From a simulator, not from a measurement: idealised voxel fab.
Herein follows the process module entitled voxel capacitor over wiring.
For reference, the cross-section in this document is cut, with width 240 nm and square cells of 5 nm.
This document writes a cross-section as a grid whose cells are square, and gives it as bands, listed from the top down; one or more rows of cells form a band. Band: top height; bottom height; in nm. Then, left to right: material with width in nm, for each material. "edge to edge": a single material spanning edge to edge. "empty": empty space. For the purposes of this specification, 0 denotes the height below which the wafer in its as-received condition is composed wholly of one material, and the lowermost band, lacking a lower limit, extends downward without end, as expressed in "0 -> down". Width "30->40": first value at the band's top row of cells, second value at its bottom row, equal change from row to row. You'll sometimes find "no alteration" written for a step, and that's the way of saying that nowhere in the cross-section did a cell change during that step. Enclosed voids (no open way to top), threshold 8 cells or more, entry "Sealed void inventory", notation width x height at distance, distance from left edge, nm. It should be noted that, on the line of a given step, the content following the step's settings is a remark produced by the simulator itself with respect to that step. overlay nm: mask offset rightward from planned place, masked step; negative means leftward offset.
Intended process steps:
- 1: op RECEIVE | material Si
- 2: op CONFORMAL_DEP | material SiO2 | thk nm 15
- 3: op CONFORMAL_DEP | material SiN | thk nm 5
- 4: op DIRECTIONAL_DEP | material SiO2 | thk nm 15
- 5: op MASKED_ETCH | tone open | mask id METAL_1 | width nm 20 | pitch nm 70 | etch materials SiO2 | depth nm 15 | overlay nm 0
- 6: op MASKED_ETCH | tone open | mask id METAL_1 | width nm 20 | pitch nm 70 | etch materials SiN | depth nm 5 | overlay nm 0
- 7: op CONFORMAL_DEP | material TiN | thk nm 5
- 8: op FILL_DEP | material W | thk nm 5
- 9: op CMP | height nm 35
- 10: op CONFORMAL_DEP | material SiCN | thk nm 5
- 11: op DIRECTIONAL_DEP | material SiO2 | thk nm 10
- 12: op PATTERN | tone open | mask id PLUG_1 | material resist | width nm 15 | thk nm 20 | overlay nm 0
- 13: op DIRECTIONAL_ETCH | etch materials SiO2 | depth nm 10
- 14: op DIRECTIONAL_ETCH | etch materials SiCN | depth nm 5
- 15: op STRIP | etch materials resist
- 16: op CONFORMAL_DEP | material TiN | thk nm 5
- 17: op FILL_DEP | material Cu | thk nm 5
- 18: op CMP | height nm 50
- 19: op DIRECTIONAL_DEP | material TiN | thk nm 5
- 20: op DIRECTIONAL_DEP | material Al2O3 | thk nm 5
- 21: op DIRECTIONAL_DEP | material TiN | thk nm 5
- 22: op MASKED_ETCH | tone cover | mask id UPPER_PLATE | width nm 55 | etch materials TiN | depth nm 5 | overlay nm 0
- 23: op MASKED_ETCH | tone cover | mask id UPPER_PLATE | width nm 55 | etch materials Al2O3 | depth nm 5 | overlay nm 0
- 24: op DIRECTIONAL_DEP | material aC | thk nm 15
- 25: op PATTERN | tone cover | mask id LOWER_PLATE | material resist | width nm 65 | thk nm 35 | overlay nm 0
- 26: op DIRECTIONAL_ETCH | etch materials aC | depth nm 15
- 27: op STRIP | etch materials resist
- 28: op DIRECTIONAL_ETCH | etch materials TiN | depth nm 5
- 29: op STRIP | etch materials aC
- 30: op FILL_DEP | material SiO2 | thk nm 20
- 31: op CMP | height nm 80
- 32: op MASKED_ETCH | tone open | mask id PLUG_2 | width nm 15 | etch materials SiO2 | depth nm 15 | overlay nm 0
- 33: op CONFORMAL_DEP | material TiN | thk nm 5
- 34: op FILL_DEP | material Cu | thk nm 5
- 35: op CMP | height nm 80
- 36: op CONFORMAL_DEP | material SiN | thk nm 5
What follows covers the first of two wafers; it ran as planned:
Wafer at receipt (post step 1), cross-section:
- 0 -> down | Si edge to edge
- Sealed void inventory: none
Cross-sectional representation of the wafer at the conclusion of step 2:
- 15 -> 0 | SiO2 edge to edge
- Whatever lies below 0 is exactly as it was before.
Cross-sectional representation of the wafer at the conclusion of step 3:
- 20 -> 15 | SiN edge to edge
- Whatever lies below 15 is exactly as it was before.
Cross-sectional representation of the wafer at the conclusion of step 4:
- 35 -> 20 | SiO2 edge to edge
- Whatever lies below 20 is exactly as it was before.
Cross-sectional representation of the wafer at the conclusion of step 5:
- 35 -> 20 | SiO2 75 nm; empty 20 nm; SiO2 50 nm; empty 20 nm; SiO2 75 nm
- Whatever lies below 20 is exactly as it was before.
Cross-sectional representation of the wafer at the conclusion of step 6:
- 35 -> 20 | SiO2 75 nm; empty 20 nm; SiO2 50 nm; empty 20 nm; SiO2 75 nm
- 20 -> 15 | SiN 75 nm; empty 20 nm; SiN 50 nm; empty 20 nm; SiN 75 nm
- Whatever lies below 15 is exactly as it was before.
Cross-sectional representation of the wafer at the conclusion of step 7:
- 40 -> 35 | TiN 80 nm; empty 10 nm; TiN 60 nm; empty 10 nm; TiN 80 nm
- 35 -> 20 | SiO2 75 nm; TiN 5 nm; empty 10 nm; TiN 5 nm; SiO2 50 nm; TiN 5 nm; empty 10 nm; TiN 5 nm; SiO2 75 nm
- 20 -> 15 | SiN 75 nm; TiN 20 nm; SiN 50 nm; TiN 20 nm; SiN 75 nm
- Whatever lies below 15 is exactly as it was before.
Cross-sectional representation of the wafer at the conclusion of step 8:
- 45 -> 40 | W edge to edge
- 40 -> 35 | TiN 80 nm; W 10 nm; TiN 60 nm; W 10 nm; TiN 80 nm
- 35 -> 20 | SiO2 75 nm; TiN 5 nm; W 10 nm; TiN 5 nm; SiO2 50 nm; TiN 5 nm; W 10 nm; TiN 5 nm; SiO2 75 nm
- Whatever lies below 20 is exactly as it was before.
Cross-sectional representation of the wafer at the conclusion of step 9:
- 35 -> 20 | SiO2 75 nm; TiN 5 nm; W 10 nm; TiN 5 nm; SiO2 50 nm; TiN 5 nm; W 10 nm; TiN 5 nm; SiO2 75 nm
- Whatever lies below 20 is exactly as it was before.
Cross-sectional representation of the wafer at the conclusion of step 10:
- 40 -> 35 | SiCN edge to edge
- Whatever lies below 35 is exactly as it was before.
Cross-sectional representation of the wafer at the conclusion of step 11:
- 50 -> 40 | SiO2 edge to edge
- Whatever lies below 40 is exactly as it was before.
Cross-sectional representation of the wafer at the conclusion of step 12:
- 70 -> 50 | resist 80 nm; empty 15 nm; resist 145 nm
- Whatever lies below 50 is exactly as it was before.
Cross-sectional representation of the wafer at the conclusion of step 13:
- 70 -> 50 | resist 80 nm; empty 15 nm; resist 145 nm
- 50 -> 40 | SiO2 80 nm; empty 15 nm; SiO2 145 nm
- Whatever lies below 40 is exactly as it was before.
Cross-sectional representation of the wafer at the conclusion of step 14:
- 70 -> 50 | resist 80 nm; empty 15 nm; resist 145 nm
- 50 -> 40 | SiO2 80 nm; empty 15 nm; SiO2 145 nm
- 40 -> 35 | SiCN 80 nm; empty 15 nm; SiCN 145 nm
- Whatever lies below 35 is exactly as it was before.
Cross-sectional representation of the wafer at the conclusion of step 15:
- 50 -> 40 | SiO2 80 nm; empty 15 nm; SiO2 145 nm
- Whatever lies below 40 is exactly as it was before.
Cross-sectional representation of the wafer at the conclusion of step 16:
- 55 -> 50 | TiN 85 nm; empty 5 nm; TiN 150 nm
- 50 -> 40 | SiO2 80 nm; TiN 5 nm; empty 5 nm; TiN 5 nm; SiO2 145 nm
- 40 -> 35 | SiCN 80 nm; TiN 15 nm; SiCN 145 nm
- Whatever lies below 35 is exactly as it was before.
Cross-sectional representation of the wafer at the conclusion of step 17:
- 60 -> 55 | Cu edge to edge
- 55 -> 50 | TiN 85 nm; Cu 5 nm; TiN 150 nm
- 50 -> 40 | SiO2 80 nm; TiN 5 nm; Cu 5 nm; TiN 5 nm; SiO2 145 nm
- Whatever lies below 40 is exactly as it was before.
Cross-sectional representation of the wafer at the conclusion of step 18:
- 50 -> 40 | SiO2 80 nm; TiN 5 nm; Cu 5 nm; TiN 5 nm; SiO2 145 nm
- Whatever lies below 40 is exactly as it was before.
Cross-sectional representation of the wafer at the conclusion of step 19:
- 55 -> 50 | TiN edge to edge
- Whatever lies below 50 is exactly as it was before.
Cross-sectional representation of the wafer at the conclusion of step 20:
- 60 -> 55 | Al2O3 edge to edge
- Whatever lies below 55 is exactly as it was before.
Cross-sectional representation of the wafer at the conclusion of step 21:
- 65 -> 60 | TiN edge to edge
- Whatever lies below 60 is exactly as it was before.
Cross-sectional representation of the wafer at the conclusion of step 22:
- 65 -> 60 | empty 80 nm; TiN 55 nm; empty 105 nm
- Whatever lies below 60 is exactly as it was before.
Cross-sectional representation of the wafer at the conclusion of step 23:
- 65 -> 60 | empty 80 nm; TiN 55 nm; empty 105 nm
- 60 -> 55 | empty 80 nm; Al2O3 55 nm; empty 105 nm
- Whatever lies below 55 is exactly as it was before.
Cross-sectional representation of the wafer at the conclusion of step 24:
- 80 -> 70 | empty 80 nm; aC 55 nm; empty 105 nm
- 70 -> 65 | aC edge to edge
- 65 -> 60 | aC 80 nm; TiN 55 nm; aC 105 nm
- 60 -> 55 | aC 80 nm; Al2O3 55 nm; aC 105 nm
- Whatever lies below 55 is exactly as it was before.
Cross-sectional representation of the wafer at the conclusion of step 25:
- 115 -> 80 | empty 75 nm; resist 65 nm; empty 100 nm
- 80 -> 70 | empty 75 nm; resist 5 nm; aC 55 nm; resist 5 nm; empty 100 nm
- Whatever lies below 70 is exactly as it was before.
Cross-sectional representation of the wafer at the conclusion of step 26:
- 100 -> 80 | empty 75 nm; resist 65 nm; empty 100 nm
- 80 -> 70 | empty 75 nm; resist 5 nm; aC 55 nm; resist 5 nm; empty 100 nm
- 70 -> 65 | empty 75 nm; aC 65 nm; empty 100 nm
- 65 -> 60 | empty 75 nm; aC 5 nm; TiN 55 nm; aC 5 nm; empty 100 nm
- 60 -> 55 | empty 75 nm; aC 5 nm; Al2O3 55 nm; aC 5 nm; empty 100 nm
- Whatever lies below 55 is exactly as it was before.
Cross-sectional representation of the wafer at the conclusion of step 27:
- 80 -> 70 | empty 80 nm; aC 55 nm; empty 105 nm
- Whatever lies below 70 is exactly as it was before.
Cross-sectional representation of the wafer at the conclusion of step 28:
- 80 -> 70 | empty 80 nm; aC 55 nm; empty 105 nm
- 70 -> 65 | empty 75 nm; aC 65 nm; empty 100 nm
- 65 -> 60 | empty 75 nm; aC 5 nm; TiN 55 nm; aC 5 nm; empty 100 nm
- 60 -> 55 | empty 75 nm; aC 5 nm; Al2O3 55 nm; aC 5 nm; empty 100 nm
- 55 -> 50 | empty 75 nm; TiN 65 nm; empty 100 nm
- Whatever lies below 50 is exactly as it was before.
Cross-sectional representation of the wafer at the conclusion of step 29:
- 65 -> 60 | empty 80 nm; TiN 55 nm; empty 105 nm
- 60 -> 55 | empty 80 nm; Al2O3 55 nm; empty 105 nm
- Whatever lies below 55 is exactly as it was before.
Cross-sectional representation of the wafer at the conclusion of step 30:
- 85 -> 65 | SiO2 edge to edge
- 65 -> 60 | SiO2 80 nm; TiN 55 nm; SiO2 105 nm
- 60 -> 55 | SiO2 80 nm; Al2O3 55 nm; SiO2 105 nm
- 55 -> 50 | SiO2 75 nm; TiN 65 nm; SiO2 100 nm
- Whatever lies below 50 is exactly as it was before.
Cross-sectional representation of the wafer at the conclusion of step 31:
- 80 -> 65 | SiO2 edge to edge
- Whatever lies below 65 is exactly as it was before.
Cross-sectional representation of the wafer at the conclusion of step 32:
- 80 -> 65 | SiO2 90 nm; empty 15 nm; SiO2 135 nm
- Whatever lies below 65 is exactly as it was before.
Cross-sectional representation of the wafer at the conclusion of step 33:
- 85 -> 80 | TiN 95 nm; empty 5 nm; TiN 140 nm
- 80 -> 70 | SiO2 90 nm; TiN 5 nm; empty 5 nm; TiN 5 nm; SiO2 135 nm
- 70 -> 60 | SiO2 90->80 nm; TiN 15->55 nm; SiO2 135->105 nm
- Whatever lies below 60 is exactly as it was before.
Cross-sectional representation of the wafer at the conclusion of step 34:
- 90 -> 85 | Cu edge to edge
- 85 -> 80 | TiN 95 nm; Cu 5 nm; TiN 140 nm
- 80 -> 70 | SiO2 90 nm; TiN 5 nm; Cu 5 nm; TiN 5 nm; SiO2 135 nm
- Whatever lies below 70 is exactly as it was before.
Cross-sectional representation of the wafer at the conclusion of step 35:
- 80 -> 70 | SiO2 90 nm; TiN 5 nm; Cu 5 nm; TiN 5 nm; SiO2 135 nm
- Whatever lies below 70 is exactly as it was before.
Cross-sectional representation of the wafer at the conclusion of step 36:
- 85 -> 80 | SiN edge to edge
- Whatever lies below 80 is exactly as it was before.
Wafer two of the pair: same origin, same plan, one error during the run; identical to wafer one up to and including step 21:
Second wafer at the planned finish of step 22, seen in cross-section:
- 65 -> 60 | empty 85 nm; TiN 50 nm; empty 105 nm
- Whatever lies below 60 is exactly as it was before.
Second wafer at the planned finish of step 23, seen in cross-section:
- 65 -> 60 | empty 85 nm; TiN 50 nm; empty 105 nm
- 60 -> 55 | empty 80 nm; Al2O3 55 nm; empty 105 nm
- Whatever lies below 55 is exactly as it was before.
Second wafer at the planned finish of step 24, seen in cross-section:
- 80 -> 70 | empty 85->80 nm; aC 50->55 nm; empty 105 nm
- 70 -> 65 | aC edge to edge
- 65 -> 60 | aC 85 nm; TiN 50 nm; aC 105 nm
- 60 -> 55 | aC 80 nm; Al2O3 55 nm; aC 105 nm
- Whatever lies below 55 is exactly as it was before.
Second wafer at the planned finish of step 25, seen in cross-section:
- 115 -> 80 | empty 75 nm; resist 65 nm; empty 100 nm
- 80 -> 70 | empty 75 nm; resist 10->5 nm; aC 50->55 nm; resist 5 nm; empty 100 nm
- Whatever lies below 70 is exactly as it was before.
Second wafer at the planned finish of step 26, seen in cross-section:
- 100 -> 80 | empty 75 nm; resist 65 nm; empty 100 nm
- 80 -> 70 | empty 75 nm; resist 10->5 nm; aC 50->55 nm; resist 5 nm; empty 100 nm
- 70 -> 65 | empty 75 nm; aC 65 nm; empty 100 nm
- 65 -> 60 | empty 75 nm; aC 10 nm; TiN 50 nm; aC 5 nm; empty 100 nm
- 60 -> 55 | empty 75 nm; aC 5 nm; Al2O3 55 nm; aC 5 nm; empty 100 nm
- Whatever lies below 55 is exactly as it was before.
Second wafer at the planned finish of step 27, seen in cross-section:
- 80 -> 70 | empty 85->80 nm; aC 50->55 nm; empty 105 nm
- Whatever lies below 70 is exactly as it was before.
Second wafer at the planned finish of step 28, seen in cross-section:
- 80 -> 70 | empty 85->80 nm; aC 50->55 nm; empty 105 nm
- 70 -> 65 | empty 75 nm; aC 65 nm; empty 100 nm
- 65 -> 60 | empty 75 nm; aC 10 nm; TiN 50 nm; aC 5 nm; empty 100 nm
- 60 -> 55 | empty 75 nm; aC 5 nm; Al2O3 55 nm; aC 5 nm; empty 100 nm
- 55 -> 50 | empty 75 nm; TiN 65 nm; empty 100 nm
- Whatever lies below 50 is exactly as it was before.
Second wafer at the planned finish of step 29, seen in cross-section:
- 65 -> 60 | empty 85 nm; TiN 50 nm; empty 105 nm
- 60 -> 55 | empty 80 nm; Al2O3 55 nm; empty 105 nm
- Whatever lies below 55 is exactly as it was before.
Second wafer at the planned finish of step 30, seen in cross-section:
- 85 -> 65 | SiO2 edge to edge
- 65 -> 60 | SiO2 85 nm; TiN 50 nm; SiO2 105 nm
- 60 -> 55 | SiO2 80 nm; Al2O3 55 nm; SiO2 105 nm
- 55 -> 50 | SiO2 75 nm; TiN 65 nm; SiO2 100 nm
- Whatever lies below 50 is exactly as it was before.
Second wafer at the planned finish of step 31, seen in cross-section:
- 80 -> 65 | SiO2 edge to edge
- Whatever lies below 65 is exactly as it was before.
Second wafer at the planned finish of step 32, seen in cross-section:
- 80 -> 65 | SiO2 90 nm; empty 15 nm; SiO2 135 nm
- Whatever lies below 65 is exactly as it was before.
Second wafer at the planned finish of step 33, seen in cross-section:
- 85 -> 80 | TiN 95 nm; empty 5 nm; TiN 140 nm
- 80 -> 70 | SiO2 90 nm; TiN 5 nm; empty 5 nm; TiN 5 nm; SiO2 135 nm
- 70 -> 60 | SiO2 90->85 nm; TiN 15->50 nm; SiO2 135->105 nm
- Whatever lies below 60 is exactly as it was before.
Second wafer at the planned finish of step 34, seen in cross-section:
- 90 -> 85 | Cu edge to edge
- 85 -> 80 | TiN 95 nm; Cu 5 nm; TiN 140 nm
- 80 -> 70 | SiO2 90 nm; TiN 5 nm; Cu 5 nm; TiN 5 nm; SiO2 135 nm
- Whatever lies below 70 is exactly as it was before.
Second wafer at the planned finish of step 35, seen in cross-section:
- 80 -> 70 | SiO2 90 nm; TiN 5 nm; Cu 5 nm; TiN 5 nm; SiO2 135 nm
- Whatever lies below 70 is exactly as it was before.
Second wafer at the planned finish of step 36, seen in cross-section:
- 85 -> 80 | SiN edge to edge
- Whatever lies below 80 is exactly as it was before.
The mistake made against the process plan was this: for step 22, the planned setting was not used; the step was instead run as op MASKED_ETCH | tone cover | mask id UPPER_PLATE | width nm 50 | etch materials TiN | depth nm 5 | overlay nm 0
Count the cells at the end and the second wafer has more or fewer of some materials than the first: +1 SiO2 | -1 TiN
